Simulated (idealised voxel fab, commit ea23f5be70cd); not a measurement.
Herein follows the process module entitled voxel gate over fins.
Cross-section cut spans 155 nm and uses square cells 5 nm in size.
Cross-section format: a grid of square cells, given as bands from top to bottom; each band is one or more rows of cells.
Heads up on the band format: heights come first, top then bottom, in nm. After that it's the materials left to right, each with its width in nm. A single material flagged "throughout" fills the whole band edge to edge, and "air" means there's empty space there.
Measure heights from 0. That's the level where, below it, the as-received wafer is all one material. The lowest band is bottomless and extends downward; write it as in "0..down".
A width given as "30 to 40" starts at the first number in the band's top row and ends at the second number in its bottom row, shifting by an equal amount at every step from row to row.
It should be understood that the words "same as before", when stated for a given step, signify that the cross-section underwent no change in any of its cells during that step.
Heads up: "Fully closed voids" only lists the empty pockets with no open path to the top that are 8 cells or more, and it writes them as width x height at distance, distance from the left edge, in nm.
If you see something after the settings on a step's line, that's the simulator's own remark about that step.
overlay nm: right-of-plan distance of the mask on a masked step; negative values mean left-of-plan.

The planned process steps are enumerated hereunder
step 1: RECEIVE [material Si]
step 2: CONFORMAL_DEP [material SiN] [thk nm 5]
step 3: PATTERN [tone cover] [mask id FINS] [material resist] [width nm 15] [pitch nm 35] [thk nm 15] [overlay nm 0]
step 4: DIRECTIONAL_ETCH [etch materials SiN] [depth nm 5]
step 5: DIRECTIONAL_ETCH [etch materials Si] [depth nm 30]
step 6: STRIP [etch materials resist]
step 7: OXIDIZE [depth nm 5]
step 8: FILL_DEP [material SiO2] [thk nm 15]
step 9: CMP [height nm 5]
step 10: SELECTIVE_ETCH [etch materials SiO2] [depth nm 15]
step 11: STRIP [etch materials SiN]
step 12: CONFORMAL_DEP [material HfO2] [thk nm 5]
step 13: CONFORMAL_DEP [material TiN] [thk nm 5]
step 14: FILL_DEP [material W] [thk nm 10]
step 15: CMP [height nm 15]
step 16: CONFORMAL_DEP [material SiCN] [thk nm 10]

Incoming wafer in cross-section (state: after step 1)
	0..down | Si throughout
	Fully closed voids: none

Look at the cross-section after the module: the wafer started out the way shown above and the plan was the one shown above, yet one mistake was made along the way
	25..15 | SiCN throughout
	15..10 | W throughout
	10..5 | 55 TiN, then 5 W, then 30 TiN, then 5 W, then 60 TiN
	5..0 | 50 HfO2, then 5 TiN, then 5 W, then 5 TiN, then 20 HfO2, then 5 TiN, then 5 W, then 5 TiN, then 55 HfO2
	0..-5 | 45 Si, then 5 HfO2, then 15 TiN, then 5 HfO2, then 10 Si, then 5 HfO2, then 15 TiN, then 5 HfO2, then 50 Si
	-5..-10 | 45 Si, then 25 HfO2, then 10 Si, then 25 HfO2, then 50 Si
	-10..-35 | 45 Si, then 25 SiO2, then 10 Si, then 25 SiO2, then 50 Si
	-35..down | Si throughout
	Fully closed voids: none
Heads up, the wafer didn't run the way we planned it: off-plan run, step 3, actual operation and settings PATTERN [tone open] [mask id FINS] [material resist] [width nm 15] [pitch nm 35] [thk nm 15] [overlay nm 0]
